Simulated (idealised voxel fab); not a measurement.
process module | voxel transistor to metal
cross-section cut | 280 nm wide | cells 5 nm
A cross-section is a grid of square cells, given in bands from the top down. A band is one or more rows of cells.
Each band's line starts with the height of the band's top and of its bottom, in nm. Then come its materials from left to right, each with its width in nm. One material with "throughout" fills the band from edge to edge. "air" is empty space.
Height 0 is the level under which the wafer as received is all one material. The lowest band goes on downwards, as in "0 down".
A width such as "30 to 40" changes by the same amount from each row of cells to the next, from the band's top row to its bottom row.
"no change" after a step means that no cell of the cross-section changed.
closed voids: empty space of 8 cells or more with no open way to the top, each as width x height at its distance from the left edge, in nm
after a step's settings: what the simulator itself notes on the step
overlay nm, on a step with a mask: how far to the right of its planned place the mask lay; to the left if negative
Each pair below shows a cross-section before one step and the cross-section after it, down to the lowest band that changed. The line under each pair gives the step between them, with its settings. The pairs can come from different runs of this module on the same starting wafer, so a pair continues from the pair above only where its "before" says so.
before
  20 to 10: SiO2 throughout
  10 to 5: SiO2 50 | SiN 5 | HfO2 5 | TiN 5 | W 10 | TiN 5 | HfO2 5 | SiN 5 | SiO2 95 | SiN 5 | HfO2 5 | TiN 5 | W 10 | TiN 5 | HfO2 5 | SiN 5 | SiO2 55
  5 to 0: SiO2 35 | SiGe 15 | SiN 5 | HfO2 5 | TiN 5 | W 10 | TiN 5 | HfO2 5 | SiN 5 | SiGe 15 | SiO2 65 | SiGe 15 | SiN 5 | HfO2 5 | TiN 5 | W 10 | TiN 5 | HfO2 5 | SiN 5 | SiGe 15 | SiO2 40
  0 to -5: SiO2 35 | SiGe 15 | SiN 5 | HfO2 5 | TiN 20 | HfO2 5 | SiN 5 | SiGe 15 | SiO2 65 | SiGe 15 | SiN 5 | HfO2 5 | TiN 20 | HfO2 5 | SiN 5 | SiGe 15 | SiO2 40
  -5 to -10: SiO2 35 | SiGe 15 | HfO2 40 | SiGe 15 | SiO2 65 | SiGe 15 | HfO2 40 | SiGe 15 | SiO2 40
  -10 to -25: SiO2 15 | SiGe 35 | Si 40 | SiGe 35 | SiO2 25 | SiGe 35 | Si 40 | SiGe 35 | SiO2 20
  -25 to -40: SiO2 15 | Si 110 | SiO2 25 | Si 110 | SiO2 20
  -40 down: Si throughout
  closed voids: none
after
  20 to 10: SiO2 25 | air 15 | SiO2 65 | air 15 | SiO2 40 | air 15 | SiO2 65 | air 15 | SiO2 25
  10 to 5: SiO2 25 | air 15 | SiO2 10 | SiN 5 | HfO2 5 | TiN 5 | W 10 | TiN 5 | HfO2 5 | SiN 5 | SiO2 15 | air 15 | SiO2 40 | air 15 | SiO2 10 | SiN 5 | HfO2 5 | TiN 5 | W 10 | TiN 5 | HfO2 5 | SiN 5 | SiO2 15 | air 15 | SiO2 25
  5 to 0: SiO2 25 | air 10 | SiGe 15 | SiN 5 | HfO2 5 | TiN 5 | W 10 | TiN 5 | HfO2 5 | SiN 5 | SiGe 15 | air 15 | SiO2 40 | air 10 | SiGe 15 | SiN 5 | HfO2 5 | TiN 5 | W 10 | TiN 5 | HfO2 5 | SiN 5 | SiGe 15 | air 15 | SiO2 25
  0 to -5: SiO2 25 | air 10 | SiGe 15 | SiN 5 | HfO2 5 | TiN 20 | HfO2 5 | SiN 5 | SiGe 15 | air 15 | SiO2 40 | air 10 | SiGe 15 | SiN 5 | HfO2 5 | TiN 20 | HfO2 5 | SiN 5 | SiGe 15 | air 15 | SiO2 25
  -5 to -10: SiO2 25 | air 10 | SiGe 15 | HfO2 40 | SiGe 15 | air 15 | SiO2 40 | air 10 | SiGe 15 | HfO2 40 | SiGe 15 | air 15 | SiO2 25
  below -10: unchanged
  closed voids: none
the step between: op MASKED_ETCH | tone open | mask id CONTACT | width nm 15 | etch materials SiO2 | depth nm 30 | overlay nm 0
before: the cross-section after the pair above
after
  25 to 20: TiN 30 | air 5 | TiN 75 | air 5 | TiN 50 | air 5 | TiN 75 | air 5 | TiN 30
  20 to 10: SiO2 25 | TiN 5 | air 5 | TiN 5 | SiO2 65 | TiN 5 | air 5 | TiN 5 | SiO2 40 | TiN 5 | air 5 | TiN 5 | SiO2 65 | TiN 5 | air 5 | TiN 5 | SiO2 25
  10 to 5: SiO2 25 | TiN 15 | SiO2 10 | SiN 5 | HfO2 5 | TiN 5 | W 10 | TiN 5 | HfO2 5 | SiN 5 | SiO2 15 | TiN 5 | air 5 | TiN 5 | SiO2 40 | TiN 15 | SiO2 10 | SiN 5 | HfO2 5 | TiN 5 | W 10 | TiN 5 | HfO2 5 | SiN 5 | SiO2 15 | TiN 5 | air 5 | TiN 5 | SiO2 25
  5 to 0: SiO2 25 | TiN 10 | SiGe 15 | SiN 5 | HfO2 5 | TiN 5 | W 10 | TiN 5 | HfO2 5 | SiN 5 | SiGe 15 | TiN 5 | air 5 | TiN 5 | SiO2 40 | TiN 10 | SiGe 15 | SiN 5 | HfO2 5 | TiN 5 | W 10 | TiN 5 | HfO2 5 | SiN 5 | SiGe 15 | TiN 5 | air 5 | TiN 5 | SiO2 25
  0 to -5: SiO2 25 | TiN 10 | SiGe 15 | SiN 5 | HfO2 5 | TiN 20 | HfO2 5 | SiN 5 | SiGe 15 | TiN 5 | air 5 | TiN 5 | SiO2 40 | TiN 10 | SiGe 15 | SiN 5 | HfO2 5 | TiN 20 | HfO2 5 | SiN 5 | SiGe 15 | TiN 5 | air 5 | TiN 5 | SiO2 25
  -5 to -10: SiO2 25 | TiN 10 | SiGe 15 | HfO2 40 | SiGe 15 | TiN 15 | SiO2 40 | TiN 10 | SiGe 15 | HfO2 40 | SiGe 15 | TiN 15 | SiO2 25
  below -10: unchanged
  closed voids: none
the step between: op CONFORMAL_DEP | material TiN | thk nm 5
before: the cross-section after the pair above
after
  30 to 25: W throughout
  25 to 20: TiN 30 | W 5 | TiN 75 | W 5 | TiN 50 | W 5 | TiN 75 | W 5 | TiN 30
  20 to 10: SiO2 25 | TiN 5 | W 5 | TiN 5 | SiO2 65 | TiN 5 | W 5 | TiN 5 | SiO2 40 | TiN 5 | W 5 | TiN 5 | SiO2 65 | TiN 5 | W 5 | TiN 5 | SiO2 25
  10 to 5: SiO2 25 | TiN 15 | SiO2 10 | SiN 5 | HfO2 5 | TiN 5 | W 10 | TiN 5 | HfO2 5 | SiN 5 | SiO2 15 | TiN 5 | W 5 | TiN 5 | SiO2 40 | TiN 15 | SiO2 10 | SiN 5 | HfO2 5 | TiN 5 | W 10 | TiN 5 | HfO2 5 | SiN 5 | SiO2 15 | TiN 5 | W 5 | TiN 5 | SiO2 25
  5 to 0: SiO2 25 | TiN 10 | SiGe 15 | SiN 5 | HfO2 5 | TiN 5 | W 10 | TiN 5 | HfO2 5 | SiN 5 | SiGe 15 | TiN 5 | W 5 | TiN 5 | SiO2 40 | TiN 10 | SiGe 15 | SiN 5 | HfO2 5 | TiN 5 | W 10 | TiN 5 | HfO2 5 | SiN 5 | SiGe 15 | TiN 5 | W 5 | TiN 5 | SiO2 25
  0 to -5: SiO2 25 | TiN 10 | SiGe 15 | SiN 5 | HfO2 5 | TiN 20 | HfO2 5 | SiN 5 | SiGe 15 | TiN 5 | W 5 | TiN 5 | SiO2 40 | TiN 10 | SiGe 15 | SiN 5 | HfO2 5 | TiN 20 | HfO2 5 | SiN 5 | SiGe 15 | TiN 5 | W 5 | TiN 5 | SiO2 25
  below -5: unchanged
  closed voids: none
the step between: op FILL_DEP | material W | thk nm 5
before: the cross-section after the pair above
after
  20 to 10: SiO2 25 | TiN 5 | W 5 | TiN 5 | SiO2 65 | TiN 5 | W 5 | TiN 5 | SiO2 40 | TiN 5 | W 5 | TiN 5 | SiO2 65 | TiN 5 | W 5 | TiN 5 | SiO2 25
  below 10: unchanged
  closed voids: none
the step between: op CMP | height nm 20
before: the cross-section after the pair above
after
  25 to 20: TiN throughout
  below 20: unchanged
  closed voids: none
the step between: op DIRECTIONAL_DEP | material TiN | thk nm 5
before: the cross-section after the pair above
after
  45 to 25: W throughout
  below 25: unchanged
  closed voids: none
the step between: op DIRECTIONAL_DEP | material W | thk nm 20
before: the cross-section after the pair above
after
  65 to 45: air 20 | resist 20 | air 60 | resist 20 | air 35 | resist 20 | air 60 | resist 20 | air 25
  below 45: unchanged
  closed voids: none
the step between: op PATTERN | tone cover | mask id METAL_1 | material resist | width nm 20 | thk nm 20 | overlay nm 0
before: the cross-section after the pair above
after
  65 to 45: air 20 | resist 20 | air 60 | resist 20 | air 35 | resist 20 | air 60 | resist 20 | air 25
  45 to 25: air 20 | W 20 | air 60 | W 20 | air 35 | W 20 | air 60 | W 20 | air 25
  below 25: unchanged
  closed voids: none
the step between: op DIRECTIONAL_ETCH | etch materials W | depth nm 20
before: the cross-section after the pair above
after
  65 to 45: air 20 | resist 20 | air 60 | resist 20 | air 35 | resist 20 | air 60 | resist 20 | air 25
  45 to 25: air 20 | W 20 | air 60 | W 20 | air 35 | W 20 | air 60 | W 20 | air 25
  25 to 20: air 20 | TiN 20 | air 60 | TiN 20 | air 35 | TiN 20 | air 60 | TiN 20 | air 25
  below 20: unchanged
  closed voids: none
the step between: op DIRECTIONAL_ETCH | etch materials TiN | depth nm 5
before: the cross-section after the pair above
after
  45 to 25: air 20 | W 20 | air 60 | W 20 | air 35 | W 20 | air 60 | W 20 | air 25
  below 25: unchanged
  closed voids: none
the step between: op STRIP | etch materials resist
before: the cross-section after the pair above
after
  50 to 45: air 15 | SiCN 30 | air 50 | SiCN 30 | air 25 | SiCN 30 | air 50 | SiCN 30 | air 20
  45 to 25: air 15 | SiCN 5 | W 20 | SiCN 5 | air 50 | SiCN 5 | W 20 | SiCN 5 | air 25 | SiCN 5 | W 20 | SiCN 5 | air 50 | SiCN 5 | W 20 | SiCN 5 | air 20
  25 to 20: SiCN 20 | TiN 20 | SiCN 60 | TiN 20 | SiCN 35 | TiN 20 | SiCN 60 | TiN 20 | SiCN 25
  below 20: unchanged
  closed voids: none
the step between: op CONFORMAL_DEP | material SiCN | thk nm 5
before: the cross-section after the pair above
after
  55 to 50: SiO2 throughout
  50 to 45: SiO2 15 | SiCN 30 | SiO2 50 | SiCN 30 | SiO2 25 | SiCN 30 | SiO2 50 | SiCN 30 | SiO2 20
  45 to 25: SiO2 15 | SiCN 5 | W 20 | SiCN 5 | SiO2 50 | SiCN 5 | W 20 | SiCN 5 | SiO2 25 | SiCN 5 | W 20 | SiCN 5 | SiO2 50 | SiCN 5 | W 20 | SiCN 5 | SiO2 20
  below 25: unchanged
  closed voids: none
the step between: op FILL_DEP | material SiO2 | thk nm 5
before: the cross-section after the pair above
after
  45 to 25: SiO2 15 | SiCN 5 | W 20 | SiCN 5 | SiO2 50 | SiCN 5 | W 20 | SiCN 5 | SiO2 25 | SiCN 5 | W 20 | SiCN 5 | SiO2 50 | SiCN 5 | W 20 | SiCN 5 | SiO2 20
  below 25: unchanged
  closed voids: none
the step between: op CMP | height nm 45
before: the cross-section after the pair above
after
  50 to 45: SiN throughout
  below 45: unchanged
  closed voids: none
the step between: op CONFORMAL_DEP | material SiN | thk nm 5
before
  45 to 25: W throughout
  25 to 20: TiN throughout
  20 to 10: SiO2 20 | TiN 5 | W 10 | TiN 5 | SiO2 60 | TiN 5 | W 10 | TiN 5 | SiO2 35 | TiN 5 | W 10 | TiN 5 | SiO2 60 | TiN 5 | W 10 | TiN 5 | SiO2 25
  10 to 5: SiO2 20 | TiN 5 | W 5 | TiN 10 | SiO2 10 | SiN 5 | HfO2 5 | TiN 5 | W 10 | TiN 5 | HfO2 5 | SiN 5 | SiO2 10 | TiN 10 | W 5 | TiN 5 | SiO2 35 | TiN 5 | W 5 | TiN 10 | SiO2 10 | SiN 5 | HfO2 5 | TiN 5 | W 10 | TiN 5 | HfO2 5 | SiN 5 | SiO2 10 | TiN 10 | W 5 | TiN 5 | SiO2 25
  5 to 0: SiO2 20 | TiN 5 | W 5 | TiN 5 | SiGe 15 | SiN 5 | HfO2 5 | TiN 5 | W 10 | TiN 5 | HfO2 5 | SiN 5 | SiGe 15 | TiN 5 | W 5 | TiN 5 | SiO2 35 | TiN 5 | W 5 | TiN 5 | SiGe 15 | SiN 5 | HfO2 5 | TiN 5 | W 10 | TiN 5 | HfO2 5 | SiN 5 | SiGe 15 | TiN 5 | W 5 | TiN 5 | SiO2 25
  0 to -5: SiO2 20 | TiN 5 | W 5 | TiN 5 | SiGe 15 | SiN 5 | HfO2 5 | TiN 20 | HfO2 5 | SiN 5 | SiGe 15 | TiN 5 | W 5 | TiN 5 | SiO2 35 | TiN 5 | W 5 | TiN 5 | SiGe 15 | SiN 5 | HfO2 5 | TiN 20 | HfO2 5 | SiN 5 | SiGe 15 | TiN 5 | W 5 | TiN 5 | SiO2 25
  -5 to -10: SiO2 20 | TiN 15 | SiGe 15 | HfO2 40 | SiGe 15 | TiN 15 | SiO2 35 | TiN 15 | SiGe 15 | HfO2 40 | SiGe 15 | TiN 15 | SiO2 25
  -10 to -25: SiO2 15 | SiGe 35 | Si 40 | SiGe 35 | SiO2 25 | SiGe 35 | Si 40 | SiGe 35 | SiO2 20
  -25 to -40: SiO2 15 | Si 110 | SiO2 25 | Si 110 | SiO2 20
  -40 down: Si throughout
  closed voids: none
after
  65 to 45: air 15 | resist 20 | air 60 | resist 20 | air 35 | resist 20 | air 60 | resist 20 | air 30
  below 45: unchanged
  closed voids: none
the step between: op PATTERN | tone cover | mask id METAL_1 | material resist | width nm 20 | thk nm 20 | overlay nm -5
before: the cross-section after the pair above
after
  65 to 45: air 15 | resist 20 | air 60 | resist 20 | air 35 | resist 20 | air 60 | resist 20 | air 30
  45 to 25: air 15 | W 20 | air 60 | W 20 | air 35 | W 20 | air 60 | W 20 | air 30
  below 25: unchanged
  closed voids: none
the step between: op DIRECTIONAL_ETCH | etch materials W | depth nm 20
before: the cross-section after the pair above
after
  65 to 45: air 15 | resist 20 | air 60 | resist 20 | air 35 | resist 20 | air 60 | resist 20 | air 30
  45 to 25: air 15 | W 20 | air 60 | W 20 | air 35 | W 20 | air 60 | W 20 | air 30
  25 to 20: air 15 | TiN 20 | air 60 | TiN 20 | air 35 | TiN 20 | air 60 | TiN 20 | air 30
  below 20: unchanged
  closed voids: none
the step between: op DIRECTIONAL_ETCH | etch materials TiN | depth nm 5
before: the cross-section after the pair above
after
  45 to 25: air 15 | W 20 | air 60 | W 20 | air 35 | W 20 | air 60 | W 20 | air 30
  below 25: unchanged
  closed voids: none
the step between: op STRIP | etch materials resist
before: the cross-section after the pair above
after
  50 to 45: air 10 | SiCN 30 | air 50 | SiCN 30 | air 25 | SiCN 30 | air 50 | SiCN 30 | air 25
  45 to 25: air 10 | SiCN 5 | W 20 | SiCN 5 | air 50 | SiCN 5 | W 20 | SiCN 5 | air 25 | SiCN 5 | W 20 | SiCN 5 | air 50 | SiCN 5 | W 20 | SiCN 5 | air 25
  25 to 20: SiCN 15 | TiN 20 | SiCN 60 | TiN 20 | SiCN 35 | TiN 20 | SiCN 60 | TiN 20 | SiCN 30
  below 20: unchanged
  closed voids: none
the step between: op CONFORMAL_DEP | material SiCN | thk nm 5
before: the cross-section after the pair above
after
  55 to 50: SiO2 throughout
  50 to 45: SiO2 10 | SiCN 30 | SiO2 50 | SiCN 30 | SiO2 25 | SiCN 30 | SiO2 50 | SiCN 30 | SiO2 25
  45 to 25: SiO2 10 | SiCN 5 | W 20 | SiCN 5 | SiO2 50 | SiCN 5 | W 20 | SiCN 5 | SiO2 25 | SiCN 5 | W 20 | SiCN 5 | SiO2 50 | SiCN 5 | W 20 | SiCN 5 | SiO2 25
  below 25: unchanged
  closed voids: none
the step between: op FILL_DEP | material SiO2 | thk nm 5
before: the cross-section after the pair above
after
  45 to 25: SiO2 10 | SiCN 5 | W 20 | SiCN 5 | SiO2 50 | SiCN 5 | W 20 | SiCN 5 | SiO2 25 | SiCN 5 | W 20 | SiCN 5 | SiO2 50 | SiCN 5 | W 20 | SiCN 5 | SiO2 25
  below 25: unchanged
  closed voids: none
the step between: op CMP | height nm 45
before: the cross-section after the pair above
after
  50 to 45: SiN throughout
  below 45: unchanged
  closed voids: none
the step between: op CONFORMAL_DEP | material SiN | thk nm 5
before
  20 to 15: air 45 | HfO2 15 | air 20 | HfO2 15 | air 85 | HfO2 15 | air 20 | HfO2 15 | air 50
  15 to 10: HfO2 50 | SiN 5 | HfO2 5 | air 20 | HfO2 5 | SiN 5 | HfO2 95 | SiN 5 | HfO2 5 | air 20 | HfO2 5 | SiN 5 | HfO2 55
  10 to 5: SiO2 50 | SiN 5 | HfO2 5 | air 20 | HfO2 5 | SiN 5 | SiO2 95 | SiN 5 | HfO2 5 | air 20 | HfO2 5 | SiN 5 | SiO2 55
  5 to -5: SiO2 35 | SiGe 15 | SiN 5 | HfO2 5 | air 20 | HfO2 5 | SiN 5 | SiGe 15 | SiO2 65 | SiGe 15 | SiN 5 | HfO2 5 | air 20 | HfO2 5 | SiN 5 | SiGe 15 | SiO2 40
  -5 to -10: SiO2 35 | SiGe 15 | HfO2 40 | SiGe 15 | SiO2 65 | SiGe 15 | HfO2 40 | SiGe 15 | SiO2 40
  -10 to -25: SiO2 15 | SiGe 35 | Si 40 | SiGe 35 | SiO2 25 | SiGe 35 | Si 40 | SiGe 35 | SiO2 20
  -25 to -40: SiO2 15 | Si 110 | SiO2 25 | Si 110 | SiO2 20
  -40 down: Si throughout
  closed voids: none
after
  25 to 20: air 40 | polySi 25 | air 10 | polySi 25 | air 75 | polySi 25 | air 10 | polySi 25 | air 45
  20 to 15: polySi 45 | HfO2 15 | polySi 5 | air 10 | polySi 5 | HfO2 15 | polySi 85 | HfO2 15 | polySi 5 | air 10 | polySi 5 | HfO2 15 | polySi 50
  15 to 10: HfO2 50 | SiN 5 | HfO2 5 | polySi 5 | air 10 | polySi 5 | HfO2 5 | SiN 5 | HfO2 95 | SiN 5 | HfO2 5 | polySi 5 | air 10 | polySi 5 | HfO2 5 | SiN 5 | HfO2 55
  10 to 5: SiO2 50 | SiN 5 | HfO2 5 | polySi 5 | air 10 | polySi 5 | HfO2 5 | SiN 5 | SiO2 95 | SiN 5 | HfO2 5 | polySi 5 | air 10 | polySi 5 | HfO2 5 | SiN 5 | SiO2 55
  5 to 0: SiO2 35 | SiGe 15 | SiN 5 | HfO2 5 | polySi 5 | air 10 | polySi 5 | HfO2 5 | SiN 5 | SiGe 15 | SiO2 65 | SiGe 15 | SiN 5 | HfO2 5 | polySi 5 | air 10 | polySi 5 | HfO2 5 | SiN 5 | SiGe 15 | SiO2 40
  0 to -5: SiO2 35 | SiGe 15 | SiN 5 | HfO2 5 | polySi 20 | HfO2 5 | SiN 5 | SiGe 15 | SiO2 65 | SiGe 15 | SiN 5 | HfO2 5 | polySi 20 | HfO2 5 | SiN 5 | SiGe 15 | SiO2 40
  below -5: unchanged
  closed voids: none
the step between: op CONFORMAL_DEP | material polySi | thk nm 5
before: the cross-section after the pair above
after
  30 to 25: W throughout
  25 to 20: W 40 | polySi 25 | W 10 | polySi 25 | W 75 | polySi 25 | W 10 | polySi 25 | W 45
  20 to 15: polySi 45 | HfO2 15 | polySi 5 | W 10 | polySi 5 | HfO2 15 | polySi 85 | HfO2 15 | polySi 5 | W 10 | polySi 5 | HfO2 15 | polySi 50
  15 to 10: HfO2 50 | SiN 5 | HfO2 5 | polySi 5 | W 10 | polySi 5 | HfO2 5 | SiN 5 | HfO2 95 | SiN 5 | HfO2 5 | polySi 5 | W 10 | polySi 5 | HfO2 5 | SiN 5 | HfO2 55
  10 to 5: SiO2 50 | SiN 5 | HfO2 5 | polySi 5 | W 10 | polySi 5 | HfO2 5 | SiN 5 | SiO2 95 | SiN 5 | HfO2 5 | polySi 5 | W 10 | polySi 5 | HfO2 5 | SiN 5 | SiO2 55
  5 to 0: SiO2 35 | SiGe 15 | SiN 5 | HfO2 5 | polySi 5 | W 10 | polySi 5 | HfO2 5 | SiN 5 | SiGe 15 | SiO2 65 | SiGe 15 | SiN 5 | HfO2 5 | polySi 5 | W 10 | polySi 5 | HfO2 5 | SiN 5 | SiGe 15 | SiO2 40
  below 0: unchanged
  closed voids: none
the step between: op FILL_DEP | material W | thk nm 5
before: the cross-section after the pair above
after
  10 to 5: SiO2 50 | SiN 5 | HfO2 5 | polySi 5 | W 10 | polySi 5 | HfO2 5 | SiN 5 | SiO2 95 | SiN 5 | HfO2 5 | polySi 5 | W 10 | polySi 5 | HfO2 5 | SiN 5 | SiO2 55
  below 5: unchanged
  closed voids: none
the step between: op CMP | height nm 10
before: the cross-section after the pair above
after
  20 to 10: SiO2 throughout
  below 10: unchanged
  closed voids: none
the step between: op DIRECTIONAL_DEP | material SiO2 | thk nm 10
before: the cross-section after the pair above
after
  20 to 10: SiO2 20 | air 20 | SiO2 60 | air 20 | SiO2 35 | air 20 | SiO2 60 | air 20 | SiO2 25
  10 to 5: SiO2 20 | air 20 | SiO2 10 | SiN 5 | HfO2 5 | polySi 5 | W 10 | polySi 5 | HfO2 5 | SiN 5 | SiO2 10 | air 20 | SiO2 35 | air 20 | SiO2 10 | SiN 5 | HfO2 5 | polySi 5 | W 10 | polySi 5 | HfO2 5 | SiN 5 | SiO2 10 | air 20 | SiO2 25
  5 to 0: SiO2 20 | air 15 | SiGe 15 | SiN 5 | HfO2 5 | polySi 5 | W 10 | polySi 5 | HfO2 5 | SiN 5 | SiGe 15 | air 15 | SiO2 35 | air 15 | SiGe 15 | SiN 5 | HfO2 5 | polySi 5 | W 10 | polySi 5 | HfO2 5 | SiN 5 | SiGe 15 | air 15 | SiO2 25
  0 to -5: SiO2 20 | air 15 | SiGe 15 | SiN 5 | HfO2 5 | polySi 20 | HfO2 5 | SiN 5 | SiGe 15 | air 15 | SiO2 35 | air 15 | SiGe 15 | SiN 5 | HfO2 5 | polySi 20 | HfO2 5 | SiN 5 | SiGe 15 | air 15 | SiO2 25
  -5 to -10: SiO2 20 | air 15 | SiGe 15 | HfO2 40 | SiGe 15 | air 15 | SiO2 35 | air 15 | SiGe 15 | HfO2 40 | SiGe 15 | air 15 | SiO2 25
  below -10: unchanged
  closed voids: none
the step between: op MASKED_ETCH | tone open | mask id CONTACT | width nm 20 | etch materials SiO2 | depth nm 30 | overlay nm 0
before: the cross-section after the pair above
after
  25 to 20: TiN 25 | air 10 | TiN 70 | air 10 | TiN 45 | air 10 | TiN 70 | air 10 | TiN 30
  20 to 10: SiO2 20 | TiN 5 | air 10 | TiN 5 | SiO2 60 | TiN 5 | air 10 | TiN 5 | SiO2 35 | TiN 5 | air 10 | TiN 5 | SiO2 60 | TiN 5 | air 10 | TiN 5 | SiO2 25
  10 to 5: SiO2 20 | TiN 5 | air 5 | TiN 10 | SiO2 10 | SiN 5 | HfO2 5 | polySi 5 | W 10 | polySi 5 | HfO2 5 | SiN 5 | SiO2 10 | TiN 10 | air 5 | TiN 5 | SiO2 35 | TiN 5 | air 5 | TiN 10 | SiO2 10 | SiN 5 | HfO2 5 | polySi 5 | W 10 | polySi 5 | HfO2 5 | SiN 5 | SiO2 10 | TiN 10 | air 5 | TiN 5 | SiO2 25
  5 to 0: SiO2 20 | TiN 5 | air 5 | TiN 5 | SiGe 15 | SiN 5 | HfO2 5 | polySi 5 | W 10 | polySi 5 | HfO2 5 | SiN 5 | SiGe 15 | TiN 5 | air 5 | TiN 5 | SiO2 35 | TiN 5 | air 5 | TiN 5 | SiGe 15 | SiN 5 | HfO2 5 | polySi 5 | W 10 | polySi 5 | HfO2 5 | SiN 5 | SiGe 15 | TiN 5 | air 5 | TiN 5 | SiO2 25
  0 to -5: SiO2 20 | TiN 5 | air 5 | TiN 5 | SiGe 15 | SiN 5 | HfO2 5 | polySi 20 | HfO2 5 | SiN 5 | SiGe 15 | TiN 5 | air 5 | TiN 5 | SiO2 35 | TiN 5 | air 5 | TiN 5 | SiGe 15 | SiN 5 | HfO2 5 | polySi 20 | HfO2 5 | SiN 5 | SiGe 15 | TiN 5 | air 5 | TiN 5 | SiO2 25
  -5 to -10: SiO2 20 | TiN 15 | SiGe 15 | HfO2 40 | SiGe 15 | TiN 15 | SiO2 35 | TiN 15 | SiGe 15 | HfO2 40 | SiGe 15 | TiN 15 | SiO2 25
  below -10: unchanged
  closed voids: none
the step between: op CONFORMAL_DEP | material TiN | thk nm 5
before: the cross-section after the pair above
after
  30 to 25: W throughout
  25 to 20: TiN 25 | W 10 | TiN 70 | W 10 | TiN 45 | W 10 | TiN 70 | W 10 | TiN 30
  20 to 10: SiO2 20 | TiN 5 | W 10 | TiN 5 | SiO2 60 | TiN 5 | W 10 | TiN 5 | SiO2 35 | TiN 5 | W 10 | TiN 5 | SiO2 60 | TiN 5 | W 10 | TiN 5 | SiO2 25
  10 to 5: SiO2 20 | TiN 5 | W 5 | TiN 10 | SiO2 10 | SiN 5 | HfO2 5 | polySi 5 | W 10 | polySi 5 | HfO2 5 | SiN 5 | SiO2 10 | TiN 10 | W 5 | TiN 5 | SiO2 35 | TiN 5 | W 5 | TiN 10 | SiO2 10 | SiN 5 | HfO2 5 | polySi 5 | W 10 | polySi 5 | HfO2 5 | SiN 5 | SiO2 10 | TiN 10 | W 5 | TiN 5 | SiO2 25
  5 to 0: SiO2 20 | TiN 5 | W 5 | TiN 5 | SiGe 15 | SiN 5 | HfO2 5 | polySi 5 | W 10 | polySi 5 | HfO2 5 | SiN 5 | SiGe 15 | TiN 5 | W 5 | TiN 5 | SiO2 35 | TiN 5 | W 5 | TiN 5 | SiGe 15 | SiN 5 | HfO2 5 | polySi 5 | W 10 | polySi 5 | HfO2 5 | SiN 5 | SiGe 15 | TiN 5 | W 5 | TiN 5 | SiO2 25
  0 to -5: SiO2 20 | TiN 5 | W 5 | TiN 5 | SiGe 15 | SiN 5 | HfO2 5 | polySi 20 | HfO2 5 | SiN 5 | SiGe 15 | TiN 5 | W 5 | TiN 5 | SiO2 35 | TiN 5 | W 5 | TiN 5 | SiGe 15 | SiN 5 | HfO2 5 | polySi 20 | HfO2 5 | SiN 5 | SiGe 15 | TiN 5 | W 5 | TiN 5 | SiO2 25
  below -5: unchanged
  closed voids: none
the step between: op FILL_DEP | material W | thk nm 5
before: the cross-section after the pair above
after
  20 to 10: SiO2 20 | TiN 5 | W 10 | TiN 5 | SiO2 60 | TiN 5 | W 10 | TiN 5 | SiO2 35 | TiN 5 | W 10 | TiN 5 | SiO2 60 | TiN 5 | W 10 | TiN 5 | SiO2 25
  below 10: unchanged
  closed voids: none
the step between: op CMP | height nm 20
before: the cross-section after the pair above
after
  25 to 20: TiN throughout
  below 20: unchanged
  closed voids: none
the step between: op DIRECTIONAL_DEP | material TiN | thk nm 5
before: the cross-section after the pair above
after
  45 to 25: W throughout
  below 25: unchanged
  closed voids: none
the step between: op DIRECTIONAL_DEP | material W | thk nm 20
before: the cross-section after the pair above
after
  65 to 45: air 20 | resist 20 | air 60 | resist 20 | air 35 | resist 20 | air 60 | resist 20 | air 25
  below 45: unchanged
  closed voids: none
the step between: op PATTERN | tone cover | mask id METAL_1 | material resist | width nm 20 | thk nm 20 | overlay nm 0
before: the cross-section after the pair above
after
  65 to 45: air 20 | resist 20 | air 60 | resist 20 | air 35 | resist 20 | air 60 | resist 20 | air 25
  45 to 25: air 20 | W 20 | air 60 | W 20 | air 35 | W 20 | air 60 | W 20 | air 25
  below 25: unchanged
  closed voids: none
the step between: op DIRECTIONAL_ETCH | etch materials W | depth nm 20
before: the cross-section after the pair above
after
  65 to 45: air 20 | resist 20 | air 60 | resist 20 | air 35 | resist 20 | air 60 | resist 20 | air 25
  45 to 25: air 20 | W 20 | air 60 | W 20 | air 35 | W 20 | air 60 | W 20 | air 25
  25 to 20: air 20 | TiN 20 | air 60 | TiN 20 | air 35 | TiN 20 | air 60 | TiN 20 | air 25
  below 20: unchanged
  closed voids: none
the step between: op DIRECTIONAL_ETCH | etch materials TiN | depth nm 5
before: the cross-section after the pair above
after
  45 to 25: air 20 | W 20 | air 60 | W 20 | air 35 | W 20 | air 60 | W 20 | air 25
  below 25: unchanged
  closed voids: none
the step between: op STRIP | etch materials resist
before: the cross-section after the pair above
after
  50 to 45: air 15 | SiCN 30 | air 50 | SiCN 30 | air 25 | SiCN 30 | air 50 | SiCN 30 | air 20
  45 to 25: air 15 | SiCN 5 | W 20 | SiCN 5 | air 50 | SiCN 5 | W 20 | SiCN 5 | air 25 | SiCN 5 | W 20 | SiCN 5 | air 50 | SiCN 5 | W 20 | SiCN 5 | air 20
  25 to 20: SiCN 20 | TiN 20 | SiCN 60 | TiN 20 | SiCN 35 | TiN 20 | SiCN 60 | TiN 20 | SiCN 25
  below 20: unchanged
  closed voids: none
the step between: op CONFORMAL_DEP | material SiCN | thk nm 5
before: the cross-section after the pair above
after
  55 to 50: SiO2 throughout
  50 to 45: SiO2 15 | SiCN 30 | SiO2 50 | SiCN 30 | SiO2 25 | SiCN 30 | SiO2 50 | SiCN 30 | SiO2 20
  45 to 25: SiO2 15 | SiCN 5 | W 20 | SiCN 5 | SiO2 50 | SiCN 5 | W 20 | SiCN 5 | SiO2 25 | SiCN 5 | W 20 | SiCN 5 | SiO2 50 | SiCN 5 | W 20 | SiCN 5 | SiO2 20
  below 25: unchanged
  closed voids: none
the step between: op FILL_DEP | material SiO2 | thk nm 5
before: the cross-section after the pair above
after
  45 to 25: SiO2 15 | SiCN 5 | W 20 | SiCN 5 | SiO2 50 | SiCN 5 | W 20 | SiCN 5 | SiO2 25 | SiCN 5 | W 20 | SiCN 5 | SiO2 50 | SiCN 5 | W 20 | SiCN 5 | SiO2 20
  below 25: unchanged
  closed voids: none
the step between: op CMP | height nm 45
before: the cross-section after the pair above
after
  50 to 45: SiN throughout
  below 45: unchanged
  closed voids: none
the step between: op CONFORMAL_DEP | material SiN | thk nm 5
